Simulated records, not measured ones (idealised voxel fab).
The process module presented herein is designated voxel air gaps.
The figure presents cross-section cut, which has a width of 270 nm and is divided into square cells with an edge length of 5 nm.
Cross-section format: a grid of square cells, given as bands from top to bottom; each band is one or more rows of cells.
It is stipulated that each band's entry specify, in nanometres, the height of the top of the band and then that of its bottom, followed by the materials of the band in left-to-right sequence, each together with its width in nanometres. A single material marked by the word "throughout" is understood to fill the band from edge to edge; the word "empty" is understood to denote empty space.
Below 0: as-received wafer, all one material; heights counted from there. Lowest band: no bottom, goes on down, written "0 nm and below".
When a width is written as two numbers, as in "30 to 40", the first number is the width in the top row of cells of the band and the second is the width in its bottom row, and the width changes by the same amount from each row to the next.
Take "remained unchanged" at face value: in the step it is given for, the cross-section changed in none of its cells.
Heads up: "Internal closed voids" only lists the empty pockets with no open path to the top that are 8 cells or more, and it writes them as width x height at distance, distance from the left edge, in nm.
Past the settings on a step's line: simulator remark, on that step.
"overlay nm" on a masked step: distance the mask lay right of its planned place, negative for left.

# plan
- 1: RECEIVE: material Si
- 2: CONFORMAL_DEP: material SiO2, thk nm 15
- 3: CONFORMAL_DEP: material SiN, thk nm 5
- 4: DIRECTIONAL_DEP: material lowk, thk nm 30
- 5: PATTERN: tone open, mask id LINES, material resist, width nm 25, pitch nm 50, thk nm 15, overlay nm 0
- 6: DIRECTIONAL_ETCH: etch materials lowk, depth nm 30
- 7: STRIP: etch materials resist
- 8: CONFORMAL_DEP: material TiN, thk nm 5
- 9: FILL_DEP: material Cu, thk nm 10
- 10: CMP: height nm 50
- 11: EPI: material Ru, thk nm 10
- 12: SELECTIVE_ETCH: etch materials lowk, depth nm 40
- 13: CONFORMAL_DEP: material SiCN, thk nm 5

# Of two wafers, the first: run according to plan

# Wafer as received: cross-section following step 1
- 0 nm and below | Si throughout
- Internal closed voids: none

# State of the wafer after step 2, shown in cross-section
- 15 nm to 0 nm | SiO2 throughout
- Note: structure below 0 unchanged.

# State of the wafer after step 3, shown in cross-section
- 20 nm to 15 nm | SiN throughout
- Note: structure below 15 unchanged.

# State of the wafer after step 4, shown in cross-section
- 50 nm to 20 nm | lowk throughout
- Note: structure below 20 unchanged.

# State of the wafer after step 5, shown in cross-section
- 65 nm to 50 nm | resist 45 nm; empty 25 nm; resist 25 nm; empty 25 nm; resist 25 nm; empty 25 nm; resist 25 nm; empty 25 nm; resist 50 nm
- Note: structure below 50 unchanged.

# State of the wafer after step 6, shown in cross-section
- 65 nm to 50 nm | resist 45 nm; empty 25 nm; resist 25 nm; empty 25 nm; resist 25 nm; empty 25 nm; resist 25 nm; empty 25 nm; resist 50 nm
- 50 nm to 20 nm | lowk 45 nm; empty 25 nm; lowk 25 nm; empty 25 nm; lowk 25 nm; empty 25 nm; lowk 25 nm; empty 25 nm; lowk 50 nm
- Note: structure below 20 unchanged.

# State of the wafer after step 7, shown in cross-section
- 50 nm to 20 nm | lowk 45 nm; empty 25 nm; lowk 25 nm; empty 25 nm; lowk 25 nm; empty 25 nm; lowk 25 nm; empty 25 nm; lowk 50 nm
- Note: structure below 20 unchanged.

# State of the wafer after step 8, shown in cross-section
- 55 nm to 50 nm | TiN 50 nm; empty 15 nm; TiN 35 nm; empty 15 nm; TiN 35 nm; empty 15 nm; TiN 35 nm; empty 15 nm; TiN 55 nm
- 50 nm to 25 nm | lowk 45 nm; TiN 5 nm; empty 15 nm; TiN 5 nm; lowk 25 nm; TiN 5 nm; empty 15 nm; TiN 5 nm; lowk 25 nm; TiN 5 nm; empty 15 nm; TiN 5 nm; lowk 25 nm; TiN 5 nm; empty 15 nm; TiN 5 nm; lowk 50 nm
- 25 nm to 20 nm | lowk 45 nm; TiN 25 nm; lowk 25 nm; TiN 25 nm; lowk 25 nm; TiN 25 nm; lowk 25 nm; TiN 25 nm; lowk 50 nm
- Note: structure below 20 unchanged.

# State of the wafer after step 9, shown in cross-section
- 65 nm to 55 nm | Cu throughout
- 55 nm to 50 nm | TiN 50 nm; Cu 15 nm; TiN 35 nm; Cu 15 nm; TiN 35 nm; Cu 15 nm; TiN 35 nm; Cu 15 nm; TiN 55 nm
- 50 nm to 25 nm | lowk 45 nm; TiN 5 nm; Cu 15 nm; TiN 5 nm; lowk 25 nm; TiN 5 nm; Cu 15 nm; TiN 5 nm; lowk 25 nm; TiN 5 nm; Cu 15 nm; TiN 5 nm; lowk 25 nm; TiN 5 nm; Cu 15 nm; TiN 5 nm; lowk 50 nm
- Note: structure below 25 unchanged.

# State of the wafer after step 10, shown in cross-section
- 50 nm to 25 nm | lowk 45 nm; TiN 5 nm; Cu 15 nm; TiN 5 nm; lowk 25 nm; TiN 5 nm; Cu 15 nm; TiN 5 nm; lowk 25 nm; TiN 5 nm; Cu 15 nm; TiN 5 nm; lowk 25 nm; TiN 5 nm; Cu 15 nm; TiN 5 nm; lowk 50 nm
- Note: structure below 25 unchanged.

# State of the wafer after step 11, shown in cross-section
- 60 nm to 50 nm | empty 35 nm; Ru 45 nm; empty 5 nm; Ru 45 nm; empty 5 nm; Ru 45 nm; empty 5 nm; Ru 45 nm; empty 40 nm
- Note: structure below 50 unchanged.

# State of the wafer after step 12, shown in cross-section
- 60 nm to 50 nm | empty 35 nm; Ru 45 nm; empty 5 nm; Ru 45 nm; empty 5 nm; Ru 45 nm; empty 5 nm; Ru 45 nm; empty 40 nm
- 50 nm to 25 nm | empty 45 nm; TiN 5 nm; Cu 15 nm; TiN 5 nm; empty 25 nm; TiN 5 nm; Cu 15 nm; TiN 5 nm; empty 25 nm; TiN 5 nm; Cu 15 nm; TiN 5 nm; empty 25 nm; TiN 5 nm; Cu 15 nm; TiN 5 nm; empty 50 nm
- 25 nm to 20 nm | empty 45 nm; TiN 25 nm; empty 25 nm; TiN 25 nm; empty 25 nm; TiN 25 nm; empty 25 nm; TiN 25 nm; empty 50 nm
- Note: structure below 20 unchanged.

# State of the wafer after step 13, shown in cross-section
- 65 nm to 60 nm | empty 30 nm; SiCN 205 nm; empty 35 nm
- 60 nm to 50 nm | empty 30 nm; SiCN 5 nm; Ru 45 nm; SiCN 5 nm; Ru 45 nm; SiCN 5 nm; Ru 45 nm; SiCN 5 nm; Ru 45 nm; SiCN 5 nm; empty 35 nm
- 50 nm to 45 nm | empty 30 nm; SiCN 15 nm; TiN 5 nm; Cu 15 nm; TiN 5 nm; SiCN 25 nm; TiN 5 nm; Cu 15 nm; TiN 5 nm; SiCN 25 nm; TiN 5 nm; Cu 15 nm; TiN 5 nm; SiCN 25 nm; TiN 5 nm; Cu 15 nm; TiN 5 nm; SiCN 15 nm; empty 35 nm
- 45 nm to 25 nm | empty 40 nm; SiCN 5 nm; TiN 5 nm; Cu 15 nm; TiN 5 nm; SiCN 5 nm; empty 15 nm; SiCN 5 nm; TiN 5 nm; Cu 15 nm; TiN 5 nm; SiCN 5 nm; empty 15 nm; SiCN 5 nm; TiN 5 nm; Cu 15 nm; TiN 5 nm; SiCN 5 nm; empty 15 nm; SiCN 5 nm; TiN 5 nm; Cu 15 nm; TiN 5 nm; SiCN 5 nm; empty 45 nm
- 25 nm to 20 nm | SiCN 45 nm; TiN 25 nm; SiCN 25 nm; TiN 25 nm; SiCN 25 nm; TiN 25 nm; SiCN 25 nm; TiN 25 nm; SiCN 50 nm
- Note: structure below 20 unchanged.
- Internal closed voids: 15 x 20 at 75; 15 x 20 at 125; 15 x 20 at 175

# Wafer two. Same start, same plan, one slip in execution. Same as wafer one through step 1, inclusive

# Cross-sectional view of the second wafer at the intended end time of process step 2
- 30 nm to 0 nm | SiO2 throughout
- Note: structure below 0 unchanged.

# Cross-sectional view of the second wafer at the intended end time of process step 3
- 35 nm to 30 nm | SiN throughout
- Note: structure below 30 unchanged.

# Cross-sectional view of the second wafer at the intended end time of process step 4
- 65 nm to 35 nm | lowk throughout
- Note: structure below 35 unchanged.

# Cross-sectional view of the second wafer at the intended end time of process step 5
- 80 nm to 65 nm | resist 45 nm; empty 25 nm; resist 25 nm; empty 25 nm; resist 25 nm; empty 25 nm; resist 25 nm; empty 25 nm; resist 50 nm
- Note: structure below 65 unchanged.

# Cross-sectional view of the second wafer at the intended end time of process step 6
- 80 nm to 65 nm | resist 45 nm; empty 25 nm; resist 25 nm; empty 25 nm; resist 25 nm; empty 25 nm; resist 25 nm; empty 25 nm; resist 50 nm
- 65 nm to 35 nm | lowk 45 nm; empty 25 nm; lowk 25 nm; empty 25 nm; lowk 25 nm; empty 25 nm; lowk 25 nm; empty 25 nm; lowk 50 nm
- Note: structure below 35 unchanged.

# Cross-sectional view of the second wafer at the intended end time of process step 7
- 65 nm to 35 nm | lowk 45 nm; empty 25 nm; lowk 25 nm; empty 25 nm; lowk 25 nm; empty 25 nm; lowk 25 nm; empty 25 nm; lowk 50 nm
- Note: structure below 35 unchanged.

# Cross-sectional view of the second wafer at the intended end time of process step 8
- 70 nm to 65 nm | TiN 50 nm; empty 15 nm; TiN 35 nm; empty 15 nm; TiN 35 nm; empty 15 nm; TiN 35 nm; empty 15 nm; TiN 55 nm
- 65 nm to 40 nm | lowk 45 nm; TiN 5 nm; empty 15 nm; TiN 5 nm; lowk 25 nm; TiN 5 nm; empty 15 nm; TiN 5 nm; lowk 25 nm; TiN 5 nm; empty 15 nm; TiN 5 nm; lowk 25 nm; TiN 5 nm; empty 15 nm; TiN 5 nm; lowk 50 nm
- 40 nm to 35 nm | lowk 45 nm; TiN 25 nm; lowk 25 nm; TiN 25 nm; lowk 25 nm; TiN 25 nm; lowk 25 nm; TiN 25 nm; lowk 50 nm
- Note: structure below 35 unchanged.

# Cross-sectional view of the second wafer at the intended end time of process step 9
- 80 nm to 70 nm | Cu throughout
- 70 nm to 65 nm | TiN 50 nm; Cu 15 nm; TiN 35 nm; Cu 15 nm; TiN 35 nm; Cu 15 nm; TiN 35 nm; Cu 15 nm; TiN 55 nm
- 65 nm to 40 nm | lowk 45 nm; TiN 5 nm; Cu 15 nm; TiN 5 nm; lowk 25 nm; TiN 5 nm; Cu 15 nm; TiN 5 nm; lowk 25 nm; TiN 5 nm; Cu 15 nm; TiN 5 nm; lowk 25 nm; TiN 5 nm; Cu 15 nm; TiN 5 nm; lowk 50 nm
- Note: structure below 40 unchanged.

# Cross-sectional view of the second wafer at the intended end time of process step 10
- 50 nm to 40 nm | lowk 45 nm; TiN 5 nm; Cu 15 nm; TiN 5 nm; lowk 25 nm; TiN 5 nm; Cu 15 nm; TiN 5 nm; lowk 25 nm; TiN 5 nm; Cu 15 nm; TiN 5 nm; lowk 25 nm; TiN 5 nm; Cu 15 nm; TiN 5 nm; lowk 50 nm
- Note: structure below 40 unchanged.

# Cross-sectional view of the second wafer at the intended end time of process step 11
- 60 nm to 50 nm | empty 35 nm; Ru 45 nm; empty 5 nm; Ru 45 nm; empty 5 nm; Ru 45 nm; empty 5 nm; Ru 45 nm; empty 40 nm
- Note: structure below 50 unchanged.

# Cross-sectional view of the second wafer at the intended end time of process step 12
- 60 nm to 50 nm | empty 35 nm; Ru 45 nm; empty 5 nm; Ru 45 nm; empty 5 nm; Ru 45 nm; empty 5 nm; Ru 45 nm; empty 40 nm
- 50 nm to 40 nm | empty 45 nm; TiN 5 nm; Cu 15 nm; TiN 5 nm; empty 25 nm; TiN 5 nm; Cu 15 nm; TiN 5 nm; empty 25 nm; TiN 5 nm; Cu 15 nm; TiN 5 nm; empty 25 nm; TiN 5 nm; Cu 15 nm; TiN 5 nm; empty 50 nm
- 40 nm to 35 nm | empty 45 nm; TiN 25 nm; empty 25 nm; TiN 25 nm; empty 25 nm; TiN 25 nm; empty 25 nm; TiN 25 nm; empty 50 nm
- Note: structure below 35 unchanged.

# Cross-sectional view of the second wafer at the intended end time of process step 13
- 65 nm to 60 nm | empty 30 nm; SiCN 205 nm; empty 35 nm
- 60 nm to 50 nm | empty 30 nm; SiCN 5 nm; Ru 45 nm; SiCN 5 nm; Ru 45 nm; SiCN 5 nm; Ru 45 nm; SiCN 5 nm; Ru 45 nm; SiCN 5 nm; empty 35 nm
- 50 nm to 45 nm | empty 30 nm; SiCN 15 nm; TiN 5 nm; Cu 15 nm; TiN 5 nm; SiCN 25 nm; TiN 5 nm; Cu 15 nm; TiN 5 nm; SiCN 25 nm; TiN 5 nm; Cu 15 nm; TiN 5 nm; SiCN 25 nm; TiN 5 nm; Cu 15 nm; TiN 5 nm; SiCN 15 nm; empty 35 nm
- 45 nm to 40 nm | empty 40 nm; SiCN 5 nm; TiN 5 nm; Cu 15 nm; TiN 5 nm; SiCN 5 nm; empty 15 nm; SiCN 5 nm; TiN 5 nm; Cu 15 nm; TiN 5 nm; SiCN 5 nm; empty 15 nm; SiCN 5 nm; TiN 5 nm; Cu 15 nm; TiN 5 nm; SiCN 5 nm; empty 15 nm; SiCN 5 nm; TiN 5 nm; Cu 15 nm; TiN 5 nm; SiCN 5 nm; empty 45 nm
- 40 nm to 35 nm | SiCN 45 nm; TiN 25 nm; SiCN 25 nm; TiN 25 nm; SiCN 25 nm; TiN 25 nm; SiCN 25 nm; TiN 25 nm; SiCN 50 nm
- Note: structure below 35 unchanged.
Want to know what went wrong? step 2 from the plan got run twice
Wafer comparison, final, in cells, second relative to first, materials more or fewer: Cu: 36 fewer; SiCN: 24 fewer; SiO2: 162 more; TiN: 24 fewer
Final count of closed voids per wafer: 3 in the first, 0 in the second.
